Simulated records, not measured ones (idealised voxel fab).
process module | voxel gate over fins
cross-section cut | 250 nm wide | cells 5 nm
A cross-section is a grid of square cells, given in bands from the top down. A band is one or more rows of cells.
Each band's line starts with the height of the band's top and of its bottom, in nm. Then come its materials from left to right, each with its width in nm. One material with "throughout" fills the band from edge to edge. "air" is empty space.
Height 0 is the level under which the wafer as received is all one material. The lowest band goes on downwards, as in "0 down".
A width such as "30 to 40" changes by the same amount from each row of cells to the next, from the band's top row to its bottom row.
"no change" after a step means that no cell of the cross-section changed.
closed voids: empty space of 8 cells or more with no open way to the top, each as width x height at its distance from the left edge, in nm
after a step's settings: what the simulator itself notes on the step
overlay nm, on a step with a mask: how far to the right of its planned place the mask lay; to the left if negative
plan
1 op RECEIVE | material Si
2 op CONFORMAL_DEP | material SiN | thk nm 5
3 op MASKED_ETCH | tone cover | mask id FINS | width nm 15 | pitch nm 55 | etch materials SiN | depth nm 5 | overlay nm 0
4 op MASKED_ETCH | tone cover | mask id FINS | width nm 15 | pitch nm 55 | etch materials Si | depth nm 40 | overlay nm 0
5 op OXIDIZE | depth nm 5
6 op FILL_DEP | material SiO2 | thk nm 15
7 op CMP | height nm 5
8 op MASKED_ETCH | tone open | mask id RAIL | width nm 15 | etch materials SiO2 | depth nm 40 | overlay nm 0
9 op CONFORMAL_DEP | material TiN | thk nm 5
10 op FILL_DEP | material W | thk nm 10
11 op CMP | height nm 5
12 op SELECTIVE_ETCH | etch materials W Ru TiN | depth nm 30
13 op FILL_DEP | material SiO2 | thk nm 5
14 op CMP | height nm 5
15 op SELECTIVE_ETCH | etch materials SiO2 | depth nm 20
16 op STRIP | etch materials SiN
17 op CONFORMAL_DEP | material HfO2 | thk nm 5
18 op CONFORMAL_DEP | material TiN | thk nm 5
19 op FILL_DEP | material W | thk nm 10
20 op CMP | height nm 15
21 op CONFORMAL_DEP | material SiN | thk nm 5
as received, after step 1
  0 down: Si throughout
  closed voids: none
first wafer at the end, as planned
  20 to 15: SiN throughout
  15 to 10: W throughout
  10 to 5: W 30 | TiN 25 | W 30 | TiN 25 | W 30 | TiN 25 | W 30 | TiN 25 | W 30
  5 to 0: W 30 | TiN 5 | HfO2 15 | TiN 5 | W 30 | TiN 5 | HfO2 15 | TiN 5 | W 30 | TiN 5 | HfO2 15 | TiN 5 | W 30 | TiN 5 | HfO2 15 | TiN 5 | W 30
  0 to -5: W 30 | TiN 5 | HfO2 5 | Si 5 | HfO2 5 | TiN 5 | W 30 | TiN 5 | HfO2 5 | Si 5 | HfO2 5 | TiN 5 | W 30 | TiN 5 | HfO2 5 | Si 5 | HfO2 5 | TiN 5 | W 30 | TiN 5 | HfO2 5 | Si 5 | HfO2 5 | TiN 5 | W 30
  -5 to -10: TiN 35 | HfO2 5 | Si 5 | HfO2 5 | TiN 40 | HfO2 5 | Si 5 | HfO2 5 | TiN 40 | HfO2 5 | Si 5 | HfO2 5 | TiN 40 | HfO2 5 | Si 5 | HfO2 5 | TiN 35
  -10 to -15: HfO2 40 | Si 5 | HfO2 50 | Si 5 | HfO2 50 | Si 5 | HfO2 50 | Si 5 | HfO2 40
  -15 to -25: SiO2 40 | Si 5 | SiO2 50 | Si 5 | SiO2 50 | Si 5 | SiO2 50 | Si 5 | SiO2 40
  -25 to -30: SiO2 40 | Si 5 | SiO2 15 | TiN 5 | W 5 | TiN 5 | SiO2 20 | Si 5 | SiO2 50 | Si 5 | SiO2 50 | Si 5 | SiO2 40
  -30 to -35: SiO2 40 | Si 5 | SiO2 15 | TiN 15 | SiO2 20 | Si 5 | SiO2 50 | Si 5 | SiO2 50 | Si 5 | SiO2 40
  -35 to -45: SiO2 40 | Si 5 | SiO2 50 | Si 5 | SiO2 50 | Si 5 | SiO2 50 | Si 5 | SiO2 40
  -45 down: Si throughout
  closed voids: none
second wafer at the end: like start, like plan, one mistake
  20 to 15: SiN throughout
  15 to 10: W throughout
  10 to 5: W 30 | TiN 25 | W 30 | TiN 25 | W 30 | TiN 25 | W 30 | TiN 25 | W 30
  5 to 0: W 30 | TiN 5 | HfO2 15 | TiN 5 | W 30 | TiN 5 | HfO2 15 | TiN 5 | W 30 | TiN 5 | HfO2 15 | TiN 5 | W 30 | TiN 5 | HfO2 15 | TiN 5 | W 30
  0 to -15: W 30 | TiN 5 | HfO2 5 | Si 5 | HfO2 5 | TiN 5 | W 30 | TiN 5 | HfO2 5 | Si 5 | HfO2 5 | TiN 5 | W 30 | TiN 5 | HfO2 5 | Si 5 | HfO2 5 | TiN 5 | W 30 | TiN 5 | HfO2 5 | Si 5 | HfO2 5 | TiN 5 | W 30
  -15 to -20: W 30 | TiN 5 | HfO2 5 | Si 5 | HfO2 5 | TiN 40 | HfO2 5 | Si 5 | HfO2 5 | TiN 5 | W 30 | TiN 5 | HfO2 5 | Si 5 | HfO2 5 | TiN 5 | W 30 | TiN 5 | HfO2 5 | Si 5 | HfO2 5 | TiN 5 | W 30
  -20 to -25: W 30 | TiN 5 | HfO2 5 | Si 5 | HfO2 5 | TiN 5 | HfO2 25 | TiN 10 | HfO2 5 | Si 5 | HfO2 5 | TiN 5 | W 30 | TiN 5 | HfO2 5 | Si 5 | HfO2 5 | TiN 5 | W 30 | TiN 5 | HfO2 5 | Si 5 | HfO2 5 | TiN 5 | W 30
  -25 to -30: TiN 35 | HfO2 5 | Si 5 | HfO2 5 | TiN 5 | HfO2 5 | TiN 5 | W 5 | TiN 5 | HfO2 5 | TiN 10 | HfO2 5 | Si 5 | HfO2 5 | TiN 40 | HfO2 5 | Si 5 | HfO2 5 | TiN 40 | HfO2 5 | Si 5 | HfO2 5 | TiN 35
  -30 to -35: HfO2 40 | Si 5 | HfO2 15 | TiN 15 | HfO2 20 | Si 5 | HfO2 50 | Si 5 | HfO2 50 | Si 5 | HfO2 40
  -35 to -45: SiO2 40 | Si 5 | SiO2 50 | Si 5 | SiO2 50 | Si 5 | SiO2 50 | Si 5 | SiO2 40
  -45 down: Si throughout
  closed voids: none
what went wrong: step 15 was run twice
at the end the second wafer has, in cells: 36 more of HfO2 | 178 fewer of SiO2 | 34 more of TiN | 108 more of W
